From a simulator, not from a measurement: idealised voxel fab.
Herein follows the process module entitled voxel transistor to metal.
Each square cell in cross-section cut measures 5 nm, and the section as a whole is 195 nm wide.
In what follows, cross-sections appear as grids of square cells, described through bands that run from the top down, where every band is one or more rows of cells. Heads up on the band format: heights come first, top then bottom, in nm. After that it's the materials left to right, each with its width in nm. A single material flagged "full width" fills the whole band edge to edge, and "blank" means there's empty space there. Convention: height 0 is the level below which the wafer, as received, is all one material. The lowest band does not terminate at the bottom but continues downward, represented as "top 0, no bottom". Read "30 to 40" as a graded width: first number on top, second number at the bottom, same change between each pair of neighbouring rows. "no change" means the step left every cell of the cross-section as it was. Look at "Closed-off voids" for the closed voids: empty spaces with no open path to the top, sized 8 cells or up. Each is width x height at distance, distance from the left edge, all nm. On each step's line, the part that comes after the settings is the simulator's own comment on the step. The line of a step may include "overlay nm". On a step with a mask, this value is how far to the right of its planned place the mask lay. A negative value means the mask lay to the left.
PLANNED STEP LIST FOR THE PROCESS
step 1: op RECEIVE | material Si
step 2: op OXIDIZE | depth nm 5
step 3: op CONFORMAL_DEP | material SiN | thk nm 15
step 4: op MASKED_ETCH | tone cover | mask id ACTIVE | width nm 105 | etch materials SiN | depth nm 15 | overlay nm 0
step 5: op MASKED_ETCH | tone cover | mask id ACTIVE | width nm 105 | etch materials SiO2 | depth nm 5 | overlay nm 0
step 6: op MASKED_ETCH | tone cover | mask id ACTIVE | width nm 105 | etch materials Si | depth nm 25 | overlay nm 0
step 7: op FILL_DEP | material SiO2 | thk nm 15
step 8: op CMP | height nm 15
step 9: op SELECTIVE_ETCH | etch materials SiO2 | depth nm 5
step 10: op STRIP | etch materials SiN
step 11: op SELECTIVE_ETCH | etch materials SiO2 | depth nm 5
step 12: op OXIDIZE | depth nm 5
step 13: op DIRECTIONAL_DEP | material polySi | thk nm 25
step 14: op DIRECTIONAL_DEP | material SiCN | thk nm 10
step 15: op MASKED_ETCH | tone cover | mask id GATE | width nm 15 | etch materials SiCN | depth nm 20 | overlay nm 0
step 16: op MASKED_ETCH | tone cover | mask id GATE | width nm 15 | etch materials polySi | depth nm 35 | overlay nm 0
step 17: op CONFORMAL_DEP | material SiO2 | thk nm 5
step 18: op DIRECTIONAL_ETCH | etch materials SiO2 | depth nm 5
step 19: op CONFORMAL_DEP | material SiN | thk nm 5
step 20: op DIRECTIONAL_ETCH | etch materials SiN | depth nm 5
step 21: op DIRECTIONAL_ETCH | etch materials SiO2 | depth nm 5
step 22: op DIRECTIONAL_ETCH | etch materials Si | depth nm 5
step 23: op EPI | material SiGe | thk nm 10
step 24: op FILL_DEP | material SiO2 | thk nm 5
step 25: op CMP | height nm 30
step 26: op DIRECTIONAL_DEP | material SiO2 | thk nm 10
step 27: op DIRECTIONAL_DEP | material aC | thk nm 15
step 28: op PATTERN | tone open | mask id CONTACT | material resist | width nm 35 | pitch nm 60 | thk nm 35 | overlay nm 0
step 29: op DIRECTIONAL_ETCH | etch materials aC | depth nm 15
step 30: op STRIP | etch materials resist
step 31: op DIRECTIONAL_ETCH | etch materials SiO2 | depth nm 45
step 32: op STRIP | etch materials aC
step 33: op CONFORMAL_DEP | material TiN | thk nm 5
step 34: op FILL_DEP | material Ru | thk nm 10
step 35: op CMP | height nm 40
step 36: op CONFORMAL_DEP | material SiN | thk nm 5
step 37: op DIRECTIONAL_DEP | material lowk | thk nm 25
step 38: op MASKED_ETCH | tone open | mask id METAL_1 | width nm 20 | pitch nm 75 | etch materials lowk | depth nm 25 | overlay nm 0
step 39: op MASKED_ETCH | tone open | mask id METAL_1 | width nm 20 | pitch nm 75 | etch materials SiN | depth nm 5 | overlay nm 0
step 40: op CONFORMAL_DEP | material TiN | thk nm 5
step 41: op FILL_DEP | material W | thk nm 10
step 42: op CMP | height nm 70
step 43: op CONFORMAL_DEP | material SiCN | thk nm 5
THE FIRST WAFER OF TWO, PROCESSED AS PLANNED
INCOMING WAFER IN CROSS-SECTION (STATE: AFTER STEP 1)
	top 0, no bottom: Si full width
	Closed-off voids: none
YOU'RE LOOKING AT A CROSS-SECTION OF THE WAFER AFTER STEP 2
	top 0, bottom -5: SiO2 full width
	Rest of section, below -5: as before.
YOU'RE LOOKING AT A CROSS-SECTION OF THE WAFER AFTER STEP 3
	top 15, bottom 0: SiN full width
	Rest of section, below 0: as before.
YOU'RE LOOKING AT A CROSS-SECTION OF THE WAFER AFTER STEP 4
	top 15, bottom 0: blank: 45  SiN: 105  blank: 45
	Rest of section, below 0: as before.
YOU'RE LOOKING AT A CROSS-SECTION OF THE WAFER AFTER STEP 5
	top 15, bottom 0: blank: 45  SiN: 105  blank: 45
	top 0, bottom -5: blank: 45  SiO2: 105  blank: 45
	Rest of section, below -5: as before.
YOU'RE LOOKING AT A CROSS-SECTION OF THE WAFER AFTER STEP 6
	top 15, bottom 0: blank: 45  SiN: 105  blank: 45
	top 0, bottom -5: blank: 45  SiO2: 105  blank: 45
	top -5, bottom -30: blank: 45  Si: 105  blank: 45
	Rest of section, below -30: as before.
YOU'RE LOOKING AT A CROSS-SECTION OF THE WAFER AFTER STEP 7
	top 30, bottom 15: SiO2 full width
	top 15, bottom 0: SiO2: 45  SiN: 105  SiO2: 45
	top 0, bottom -5: SiO2 full width
	top -5, bottom -30: SiO2: 45  Si: 105  SiO2: 45
	Rest of section, below -30: as before.
YOU'RE LOOKING AT A CROSS-SECTION OF THE WAFER AFTER STEP 8
	top 15, bottom 0: SiO2: 45  SiN: 105  SiO2: 45
	Rest of section, below 0: as before.
YOU'RE LOOKING AT A CROSS-SECTION OF THE WAFER AFTER STEP 9
	top 15, bottom 10: blank: 45  SiN: 105  blank: 45
	Rest of section, below 10: as before.
YOU'RE LOOKING AT A CROSS-SECTION OF THE WAFER AFTER STEP 10
	top 10, bottom 0: SiO2: 45  blank: 105  SiO2: 45
	Rest of section, below 0: as before.
YOU'RE LOOKING AT A CROSS-SECTION OF THE WAFER AFTER STEP 11
	top 5, bottom -5: SiO2: 40  blank: 115  SiO2: 40
	Rest of section, below -5: as before.
YOU'RE LOOKING AT A CROSS-SECTION OF THE WAFER AFTER STEP 12
	top 5, bottom -5: SiO2: 40  blank: 115  SiO2: 40
	top -5, bottom -10: SiO2 full width
	Rest of section, below -10: as before.
YOU'RE LOOKING AT A CROSS-SECTION OF THE WAFER AFTER STEP 13
	top 30, bottom 20: polySi: 40  blank: 115  polySi: 40
	top 20, bottom 5: polySi full width
	top 5, bottom -5: SiO2: 40  polySi: 115  SiO2: 40
	Rest of section, below -5: as before.
YOU'RE LOOKING AT A CROSS-SECTION OF THE WAFER AFTER STEP 14
	top 40, bottom 30: SiCN: 40  blank: 115  SiCN: 40
	top 30, bottom 20: polySi: 40  SiCN: 115  polySi: 40
	Rest of section, below 20: as before.
YOU'RE LOOKING AT A CROSS-SECTION OF THE WAFER AFTER STEP 15
	top 30, bottom 20: polySi: 40  blank: 50  SiCN: 15  blank: 50  polySi: 40
	Rest of section, below 20: as before.
YOU'RE LOOKING AT A CROSS-SECTION OF THE WAFER AFTER STEP 16
	top 30, bottom 20: blank: 90  SiCN: 15  blank: 90
	top 20, bottom 5: blank: 90  polySi: 15  blank: 90
	top 5, bottom -5: SiO2: 40  blank: 50  polySi: 15  blank: 50  SiO2: 40
	Rest of section, below -5: as before.
YOU'RE LOOKING AT A CROSS-SECTION OF THE WAFER AFTER STEP 17
	top 35, bottom 30: blank: 85  SiO2: 25  blank: 85
	top 30, bottom 20: blank: 85  SiO2: 5  SiCN: 15  SiO2: 5  blank: 85
	top 20, bottom 10: blank: 85  SiO2: 5  polySi: 15  SiO2: 5  blank: 85
	top 10, bottom 0: SiO2: 45  blank: 40  SiO2: 5  polySi: 15  SiO2: 5  blank: 40  SiO2: 45
	top 0, bottom -5: SiO2: 90  polySi: 15  SiO2: 90
	Rest of section, below -5: as before.
YOU'RE LOOKING AT A CROSS-SECTION OF THE WAFER AFTER STEP 18
	top 30, bottom 20: blank: 85  SiO2: 5  SiCN: 15  SiO2: 5  blank: 85
	top 20, bottom 5: blank: 85  SiO2: 5  polySi: 15  SiO2: 5  blank: 85
	top 5, bottom -5: SiO2: 45  blank: 40  SiO2: 5  polySi: 15  SiO2: 5  blank: 40  SiO2: 45
	Rest of section, below -5: as before.
YOU'RE LOOKING AT A CROSS-SECTION OF THE WAFER AFTER STEP 19
	top 35, bottom 30: blank: 80  SiN: 35  blank: 80
	top 30, bottom 20: blank: 80  SiN: 5  SiO2: 5  SiCN: 15  SiO2: 5  SiN: 5  blank: 80
	top 20, bottom 10: blank: 80  SiN: 5  SiO2: 5  polySi: 15  SiO2: 5  SiN: 5  blank: 80
	top 10, bottom 5: SiN: 50  blank: 30  SiN: 5  SiO2: 5  polySi: 15  SiO2: 5  SiN: 5  blank: 30  SiN: 50
	top 5, bottom 0: SiO2: 45  SiN: 5  blank: 30  SiN: 5  SiO2: 5  polySi: 15  SiO2: 5  SiN: 5  blank: 30  SiN: 5  SiO2: 45
	top 0, bottom -5: SiO2: 45  SiN: 40  SiO2: 5  polySi: 15  SiO2: 5  SiN: 40  SiO2: 45
	Rest of section, below -5: as before.
YOU'RE LOOKING AT A CROSS-SECTION OF THE WAFER AFTER STEP 20
	top 30, bottom 20: blank: 80  SiN: 5  SiO2: 5  SiCN: 15  SiO2: 5  SiN: 5  blank: 80
	top 20, bottom 5: blank: 80  SiN: 5  SiO2: 5  polySi: 15  SiO2: 5  SiN: 5  blank: 80
	top 5, bottom -5: SiO2: 45  SiN: 5  blank: 30  SiN: 5  SiO2: 5  polySi: 15  SiO2: 5  SiN: 5  blank: 30  SiN: 5  SiO2: 45
	Rest of section, below -5: as before.
YOU'RE LOOKING AT A CROSS-SECTION OF THE WAFER AFTER STEP 21
	top 30, bottom 25: blank: 80  SiN: 5  blank: 5  SiCN: 15  blank: 5  SiN: 5  blank: 80
	top 25, bottom 20: blank: 80  SiN: 5  SiO2: 5  SiCN: 15  SiO2: 5  SiN: 5  blank: 80
	top 20, bottom 5: blank: 80  SiN: 5  SiO2: 5  polySi: 15  SiO2: 5  SiN: 5  blank: 80
	top 5, bottom 0: blank: 45  SiN: 5  blank: 30  SiN: 5  SiO2: 5  polySi: 15  SiO2: 5  SiN: 5  blank: 30  SiN: 5  blank: 45
	top 0, bottom -5: SiO2: 45  SiN: 5  blank: 30  SiN: 5  SiO2: 5  polySi: 15  SiO2: 5  SiN: 5  blank: 30  SiN: 5  SiO2: 45
	top -5, bottom -10: SiO2: 50  blank: 30  SiO2: 35  blank: 30  SiO2: 50
	Rest of section, below -10: as before.
YOU'RE LOOKING AT A CROSS-SECTION OF THE WAFER AFTER STEP 22
	top 30, bottom 25: blank: 80  SiN: 5  blank: 5  SiCN: 15  blank: 5  SiN: 5  blank: 80
	top 25, bottom 20: blank: 80  SiN: 5  SiO2: 5  SiCN: 15  SiO2: 5  SiN: 5  blank: 80
	top 20, bottom 5: blank: 80  SiN: 5  SiO2: 5  polySi: 15  SiO2: 5  SiN: 5  blank: 80
	top 5, bottom 0: blank: 45  SiN: 5  blank: 30  SiN: 5  SiO2: 5  polySi: 15  SiO2: 5  SiN: 5  blank: 30  SiN: 5  blank: 45
	top 0, bottom -5: SiO2: 45  SiN: 5  blank: 30  SiN: 5  SiO2: 5  polySi: 15  SiO2: 5  SiN: 5  blank: 30  SiN: 5  SiO2: 45
	top -5, bottom -10: SiO2: 50  blank: 30  SiO2: 35  blank: 30  SiO2: 50
	top -10, bottom -15: SiO2: 45  Si: 5  blank: 30  Si: 35  blank: 30  Si: 5  SiO2: 45
	Rest of section, below -15: as before.
YOU'RE LOOKING AT A CROSS-SECTION OF THE WAFER AFTER STEP 23
	top 30, bottom 25: blank: 80  SiN: 5  blank: 5  SiCN: 15  blank: 5  SiN: 5  blank: 80
	top 25, bottom 20: blank: 80  SiN: 5  SiO2: 5  SiCN: 15  SiO2: 5  SiN: 5  blank: 80
	top 20, bottom 5: blank: 80  SiN: 5  SiO2: 5  polySi: 15  SiO2: 5  SiN: 5  blank: 80
	top 5, bottom 0: blank: 45  SiN: 5  blank: 30  SiN: 5  SiO2: 5  polySi: 15  SiO2: 5  SiN: 5  blank: 30  SiN: 5  blank: 45
	top 0, bottom -5: SiO2: 45  SiN: 5  SiGe: 10  blank: 10  SiGe: 10  SiN: 5  SiO2: 5  polySi: 15  SiO2: 5  SiN: 5  SiGe: 10  blank: 10  SiGe: 10  SiN: 5  SiO2: 45
	top -5, bottom -10: SiO2: 50  SiGe: 30  SiO2: 35  SiGe: 30  SiO2: 50
	top -10, bottom -15: SiO2: 45  Si: 5  SiGe: 30  Si: 35  SiGe: 30  Si: 5  SiO2: 45
	Rest of section, below -15: as before.
YOU'RE LOOKING AT A CROSS-SECTION OF THE WAFER AFTER STEP 24
	top 35, bottom 30: SiO2 full width
	top 30, bottom 20: SiO2: 80  SiN: 5  SiO2: 5  SiCN: 15  SiO2: 5  SiN: 5  SiO2: 80
	top 20, bottom 5: SiO2: 80  SiN: 5  SiO2: 5  polySi: 15  SiO2: 5  SiN: 5  SiO2: 80
	top 5, bottom 0: SiO2: 45  SiN: 5  SiO2: 30  SiN: 5  SiO2: 5  polySi: 15  SiO2: 5  SiN: 5  SiO2: 30  SiN: 5  SiO2: 45
	top 0, bottom -5: SiO2: 45  SiN: 5  SiGe: 10  SiO2: 10  SiGe: 10  SiN: 5  SiO2: 5  polySi: 15  SiO2: 5  SiN: 5  SiGe: 10  SiO2: 10  SiGe: 10  SiN: 5  SiO2: 45
	Rest of section, below -5: as before.
YOU'RE LOOKING AT A CROSS-SECTION OF THE WAFER AFTER STEP 25
	top 30, bottom 20: SiO2: 80  SiN: 5  SiO2: 5  SiCN: 15  SiO2: 5  SiN: 5  SiO2: 80
	Rest of section, below 20: as before.
YOU'RE LOOKING AT A CROSS-SECTION OF THE WAFER AFTER STEP 26
	top 40, bottom 30: SiO2 full width
	Rest of section, below 30: as before.
YOU'RE LOOKING AT A CROSS-SECTION OF THE WAFER AFTER STEP 27
	top 55, bottom 40: aC full width
	Rest of section, below 40: as before.
YOU'RE LOOKING AT A CROSS-SECTION OF THE WAFER AFTER STEP 28
	top 90, bottom 55: resist: 50  blank: 35  resist: 25  blank: 35  resist: 50
	Rest of section, below 55: as before.
YOU'RE LOOKING AT A CROSS-SECTION OF THE WAFER AFTER STEP 29
	top 75, bottom 55: resist: 50  blank: 35  resist: 25  blank: 35  resist: 50
	top 55, bottom 40: aC: 50  blank: 35  aC: 25  blank: 35  aC: 50
	Rest of section, below 40: as before.
YOU'RE LOOKING AT A CROSS-SECTION OF THE WAFER AFTER STEP 30
	top 55, bottom 40: aC: 50  blank: 35  aC: 25  blank: 35  aC: 50
	Rest of section, below 40: as before.
YOU'RE LOOKING AT A CROSS-SECTION OF THE WAFER AFTER STEP 31
	top 55, bottom 40: aC: 50  blank: 35  aC: 25  blank: 35  aC: 50
	top 40, bottom 30: SiO2: 50  blank: 35  SiO2: 25  blank: 35  SiO2: 50
	top 30, bottom 20: SiO2: 50  blank: 30  SiN: 5  SiO2: 5  SiCN: 15  SiO2: 5  SiN: 5  blank: 30  SiO2: 50
	top 20, bottom 5: SiO2: 50  blank: 30  SiN: 5  SiO2: 5  polySi: 15  SiO2: 5  SiN: 5  blank: 30  SiO2: 50
	top 5, bottom 0: SiO2: 45  SiN: 5  blank: 30  SiN: 5  SiO2: 5  polySi: 15  SiO2: 5  SiN: 5  blank: 30  SiN: 5  SiO2: 45
	top 0, bottom -5: SiO2: 45  SiN: 5  SiGe: 10  blank: 10  SiGe: 10  SiN: 5  SiO2: 5  polySi: 15  SiO2: 5  SiN: 5  SiGe: 10  blank: 10  SiGe: 10  SiN: 5  SiO2: 45
	Rest of section, below -5: as before.
YOU'RE LOOKING AT A CROSS-SECTION OF THE WAFER AFTER STEP 32
	top 40, bottom 30: SiO2: 50  blank: 35  SiO2: 25  blank: 35  SiO2: 50
	Rest of section, below 30: as before.
YOU'RE LOOKING AT A CROSS-SECTION OF THE WAFER AFTER STEP 33
	top 45, bottom 40: TiN: 55  blank: 25  TiN: 35  blank: 25  TiN: 55
	top 40, bottom 30: SiO2: 50  TiN: 5  blank: 25 to 20  TiN: 5 to 10  SiO2: 25  TiN: 5 to 10  blank: 25 to 20  TiN: 5  SiO2: 50
	top 30, bottom 20: SiO2: 50  TiN: 5  blank: 20  TiN: 5  SiN: 5  SiO2: 5  SiCN: 15  SiO2: 5  SiN: 5  TiN: 5  blank: 20  TiN: 5  SiO2: 50
	top 20, bottom 5: SiO2: 50  TiN: 5  blank: 20  TiN: 5  SiN: 5  SiO2: 5  polySi: 15  SiO2: 5  SiN: 5  TiN: 5  blank: 20  TiN: 5  SiO2: 50
	top 5, bottom 0: SiO2: 45  SiN: 5  TiN: 30  SiN: 5  SiO2: 5  polySi: 15  SiO2: 5  SiN: 5  TiN: 30  SiN: 5  SiO2: 45
	top 0, bottom -5: SiO2: 45  SiN: 5  SiGe: 10  TiN: 10  SiGe: 10  SiN: 5  SiO2: 5  polySi: 15  SiO2: 5  SiN: 5  SiGe: 10  TiN: 10  SiGe: 10  SiN: 5  SiO2: 45
	Rest of section, below -5: as before.
YOU'RE LOOKING AT A CROSS-SECTION OF THE WAFER AFTER STEP 34
	top 55, bottom 45: Ru full width
	top 45, bottom 40: TiN: 55  Ru: 25  TiN: 35  Ru: 25  TiN: 55
	top 40, bottom 30: SiO2: 50  TiN: 5  Ru: 25 to 20  TiN: 5 to 10  SiO2: 25  TiN: 5 to 10  Ru: 25 to 20  TiN: 5  SiO2: 50
	top 30, bottom 20: SiO2: 50  TiN: 5  Ru: 20  TiN: 5  SiN: 5  SiO2: 5  SiCN: 15  SiO2: 5  SiN: 5  TiN: 5  Ru: 20  TiN: 5  SiO2: 50
	top 20, bottom 5: SiO2: 50  TiN: 5  Ru: 20  TiN: 5  SiN: 5  SiO2: 5  polySi: 15  SiO2: 5  SiN: 5  TiN: 5  Ru: 20  TiN: 5  SiO2: 50
	Rest of section, below 5: as before.
YOU'RE LOOKING AT A CROSS-SECTION OF THE WAFER AFTER STEP 35
	top 40, bottom 30: SiO2: 50  TiN: 5  Ru: 25 to 20  TiN: 5 to 10  SiO2: 25  TiN: 5 to 10  Ru: 25 to 20  TiN: 5  SiO2: 50
	Rest of section, below 30: as before.
YOU'RE LOOKING AT A CROSS-SECTION OF THE WAFER AFTER STEP 36
	top 45, bottom 40: SiN full width
	Rest of section, below 40: as before.
YOU'RE LOOKING AT A CROSS-SECTION OF THE WAFER AFTER STEP 37
	top 70, bottom 45: lowk full width
	Rest of section, below 45: as before.
YOU'RE LOOKING AT A CROSS-SECTION OF THE WAFER AFTER STEP 38
	top 70, bottom 45: lowk: 50  blank: 20  lowk: 55  blank: 20  lowk: 50
	Rest of section, below 45: as before.
YOU'RE LOOKING AT A CROSS-SECTION OF THE WAFER AFTER STEP 39
	top 70, bottom 45: lowk: 50  blank: 20  lowk: 55  blank: 20  lowk: 50
	top 45, bottom 40: SiN: 50  blank: 20  SiN: 55  blank: 20  SiN: 50
	Rest of section, below 40: as before.
YOU'RE LOOKING AT A CROSS-SECTION OF THE WAFER AFTER STEP 40
	top 75, bottom 70: TiN: 55  blank: 10  TiN: 65  blank: 10  TiN: 55
	top 70, bottom 45: lowk: 50  TiN: 5  blank: 10  TiN: 5  lowk: 55  TiN: 5  blank: 10  TiN: 5  lowk: 50
	top 45, bottom 40: SiN: 50  TiN: 20  SiN: 55  TiN: 20  SiN: 50
	Rest of section, below 40: as before.
YOU'RE LOOKING AT A CROSS-SECTION OF THE WAFER AFTER STEP 41
	top 85, bottom 75: W full width
	top 75, bottom 70: TiN: 55  W: 10  TiN: 65  W: 10  TiN: 55
	top 70, bottom 45: lowk: 50  TiN: 5  W: 10  TiN: 5  lowk: 55  TiN: 5  W: 10  TiN: 5  lowk: 50
	Rest of section, below 45: as before.
YOU'RE LOOKING AT A CROSS-SECTION OF THE WAFER AFTER STEP 42
	top 70, bottom 45: lowk: 50  TiN: 5  W: 10  TiN: 5  lowk: 55  TiN: 5  W: 10  TiN: 5  lowk: 50
	Rest of section, below 45: as before.
YOU'RE LOOKING AT A CROSS-SECTION OF THE WAFER AFTER STEP 43
	top 75, bottom 70: SiCN full width
	Rest of section, below 70: as before.
COMPANION WAFER, THE SECOND OF TWO: SAME BEGINNING, SAME INTENDED SEQUENCE, ONE MISTAKE IN CARRYING IT OUT; THROUGH STEP 34 INCLUSIVE IT TRACKS THE FIRST EXACTLY
SECOND WAFER, SECTION VIEW, TIME POINT: SCHEDULED END OF STEP 35
	top 50, bottom 45: Ru full width
	Rest of section, below 45: as before.
SECOND WAFER, SECTION VIEW, TIME POINT: SCHEDULED END OF STEP 36
	top 55, bottom 50: SiN full width
	Rest of section, below 50: as before.
SECOND WAFER, SECTION VIEW, TIME POINT: SCHEDULED END OF STEP 37
	top 80, bottom 55: lowk full width
	Rest of section, below 55: as before.
SECOND WAFER, SECTION VIEW, TIME POINT: SCHEDULED END OF STEP 38
	top 80, bottom 55: lowk: 50  blank: 20  lowk: 55  blank: 20  lowk: 50
	Rest of section, below 55: as before.
SECOND WAFER, SECTION VIEW, TIME POINT: SCHEDULED END OF STEP 39
	top 80, bottom 55: lowk: 50  blank: 20  lowk: 55  blank: 20  lowk: 50
	top 55, bottom 50: SiN: 50  blank: 20  SiN: 55  blank: 20  SiN: 50
	Rest of section, below 50: as before.
SECOND WAFER, SECTION VIEW, TIME POINT: SCHEDULED END OF STEP 40
	top 85, bottom 80: TiN: 55  blank: 10  TiN: 65  blank: 10  TiN: 55
	top 80, bottom 55: lowk: 50  TiN: 5  blank: 10  TiN: 5  lowk: 55  TiN: 5  blank: 10  TiN: 5  lowk: 50
	top 55, bottom 50: SiN: 50  TiN: 20  SiN: 55  TiN: 20  SiN: 50
	Rest of section, below 50: as before.
SECOND WAFER, SECTION VIEW, TIME POINT: SCHEDULED END OF STEP 41
	top 95, bottom 85: W full width
	top 85, bottom 80: TiN: 55  W: 10  TiN: 65  W: 10  TiN: 55
	top 80, bottom 55: lowk: 50  TiN: 5  W: 10  TiN: 5  lowk: 55  TiN: 5  W: 10  TiN: 5  lowk: 50
	Rest of section, below 55: as before.
SECOND WAFER, SECTION VIEW, TIME POINT: SCHEDULED END OF STEP 42
	top 70, bottom 55: lowk: 50  TiN: 5  W: 10  TiN: 5  lowk: 55  TiN: 5  W: 10  TiN: 5  lowk: 50
	Rest of section, below 55: as before.
SECOND WAFER, SECTION VIEW, TIME POINT: SCHEDULED END OF STEP 43
	top 75, bottom 70: SiCN full width
	Rest of section, below 70: as before.
What was done differently from what was planned? step 35 deviated from plan and actually ran as op CMP | height nm 50
Upon completion, the second wafer contains, in terms of cells, a greater or smaller amount of certain materials than the first wafer: Ru +49 | TiN +21 | W -8 | lowk -62
